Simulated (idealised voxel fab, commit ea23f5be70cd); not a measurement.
process module | voxel tone inversion
Shown is cross-section cut, with a width of 215 nm and square cells of size 5 nm.
Just so we're on the same page, the cross-sections are grids of square cells, and they're listed out in bands top to bottom, each band one or more rows deep.
In this notation a band is specified by the heights of its top and bottom, in that order and in nm, after which its materials appear from left to right, each paired with its width in nm. The word "full width" attached to a single material means that material fills the band from edge to edge; the word "air" stands for empty space.
A quick word on heights: they are counted from 0, and under that level the wafer as it came to us is one material throughout. The lowest band is different from the rest in having no bottom; it simply continues downward, written as in "from 0 down".
Width spec "30 to 40" -> top row of cells at first value, bottom row at second value, equal per-row change in between.
For the purposes of this document, the phrase "left unchanged" attached to a step denotes that no cell within the cross-section was modified by that step.
Enclosed voids (no open way to top), threshold 8 cells or more, entry "Sealed void listing", notation width x height at distance, distance from left edge, nm.
Step line, after settings: the simulator's comment on this step.
When a step includes a mask, the "overlay nm" setting on its line states how far to the right of its planned place that mask lay, and negative values state how far to the left.
-- These are the steps we planned for the process
step 1: RECEIVE with material Si
step 2: CONFORMAL_DEP with material SiN, thk nm 5
step 3: DIRECTIONAL_DEP with material polySi, thk nm 15
step 4: PATTERN with tone cover, mask id POSTS, material resist, width nm 20, pitch nm 40, thk nm 20, overlay nm -15
step 5: DIRECTIONAL_ETCH with etch materials polySi, depth nm 15
step 6: STRIP with etch materials resist
step 7: FILL_DEP with material SiO2, thk nm 5
step 8: CMP with height nm 20
step 9: STRIP with etch materials polySi
What sets these wafers apart? The overlay nm at step 4. They all start alike, and the plan carries the first wafer's value.
-- Cross-section of the first of several wafers on receipt, reflecting completion of step 1
    from 0 down: Si full width
    Sealed void listing: none
-- Module end state after final step 9: cross-section of the first of several wafers
    from 20 to 5: SiO2: 20 | air: 20 | SiO2: 20 | air: 20 | SiO2: 20 | air: 20 | SiO2: 20 | air: 20 | SiO2: 55
    from 5 to 0: SiN full width
    from 0 down: Si full width
    Sealed void listing: none
-- Cross-section at module completion, last wafer
    from 20 to 5: SiO2: 50 | air: 20 | SiO2: 20 | air: 20 | SiO2: 20 | air: 20 | SiO2: 20 | air: 20 | SiO2: 25
    from 5 to 0: SiN full width
    from 0 down: Si full width
    Sealed void listing: none
-- The rows of the table below are wafers. Looking at the end of the module, a row counts, for every material, the cells the wafer has gained, shown as (+), or lost, shown as (-), since it was received; its closed voids come next
overlay nm -15 | +43 SiN | +81 SiO2 | Sealed void listing: none
overlay nm -10 | +43 SiN | +81 SiO2 | Sealed void listing: none
overlay nm -5 | +43 SiN | +81 SiO2 | Sealed void listing: none
overlay nm 0 | +43 SiN | +81 SiO2 | Sealed void listing: none
overlay nm 5 | +43 SiN | +81 SiO2 | Sealed void listing: none
overlay nm 10 | +43 SiN | +81 SiO2 | Sealed void listing: none
overlay nm 15 | +43 SiN | +81 SiO2 | Sealed void listing: none
